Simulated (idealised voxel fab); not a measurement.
Process module in this document: voxel double patterning
Cross-sectional view cut (width: 230 nm; square cell size: 5 nm).
If you're reading a cross-section in this doc, picture square cells in a grid; it comes to you as bands, top ones listed first down to the bottom, and a band can be one or more rows of cells. This entry defines a band. It first specifies the height of the band's top and the height of its bottom in nm, and then specifies the band's materials from left to right, stating each material with its width in nm. The word "everywhere" identifies a single material that fills the band from edge to edge, while the word "empty" identifies empty space. Height datum 0, below which the as-received substrate wafer is one material. Lowest band open at the bottom, running downward: "from 0 down". Top row gets the first number, bottom row gets the second, and each row in between changes by the same step: that is how a band width like "30..40" works. Reading "no modifications" for a step: not a cell of the cross-section changed in it. Reported under the label "Cavities, closed" are the empty spaces having no open way to the top and comprising 8 cells or more; the notation for each is width x height at distance, in which the distance is measured from the left edge and all three values are in nm. Anything after a step's settings on that line? It's the simulator's own note about the step. "overlay nm" on a masked step: distance the mask lay right of its planned place, negative for left.
### Listed below are the process steps as planned
1. op RECEIVE | material Si
2. op CONFORMAL_DEP | material SiO2 | thk nm 10
3. op DIRECTIONAL_DEP | material W | thk nm 15
4. op DIRECTIONAL_DEP | material SiCN | thk nm 5
5. op MASKED_ETCH | tone open | mask id FIRST | width nm 15 | pitch nm 50 | etch materials SiCN | depth nm 5 | overlay nm 0
6. op DIRECTIONAL_DEP | material aC | thk nm 10
7. op PATTERN | tone open | mask id SECOND | material resist | width nm 15 | pitch nm 50 | thk nm 30 | overlay nm 0
8. op DIRECTIONAL_ETCH | etch materials aC | depth nm 10
9. op STRIP | etch materials resist
10. op DIRECTIONAL_ETCH | etch materials SiCN | depth nm 5
11. op STRIP | etch materials aC
12. op DIRECTIONAL_ETCH | etch materials W | depth nm 15
13. op STRIP | etch materials SiCN
### as received, after step 1
	from 0 down  Si everywhere
	Cavities, closed: none
### The cross-section shown corresponds to the wafer at the conclusion of the module. The initial structure and the process plan are those presented above; however, one mistake occurred in executing the plan
	from 25 to 10  W 55 nm  empty 15 nm  W 20 nm  empty 30 nm  W 20 nm  empty 30 nm  W 60 nm
	from 10 to 0  SiO2 everywhere
	from 0 down  Si everywhere
	Cavities, closed: none
Run error: rather than as planned, step 7 actually ran as op PATTERN | tone open | mask id SECOND | material resist | width nm 15 | pitch nm 50 | thk nm 30 | overlay nm 10
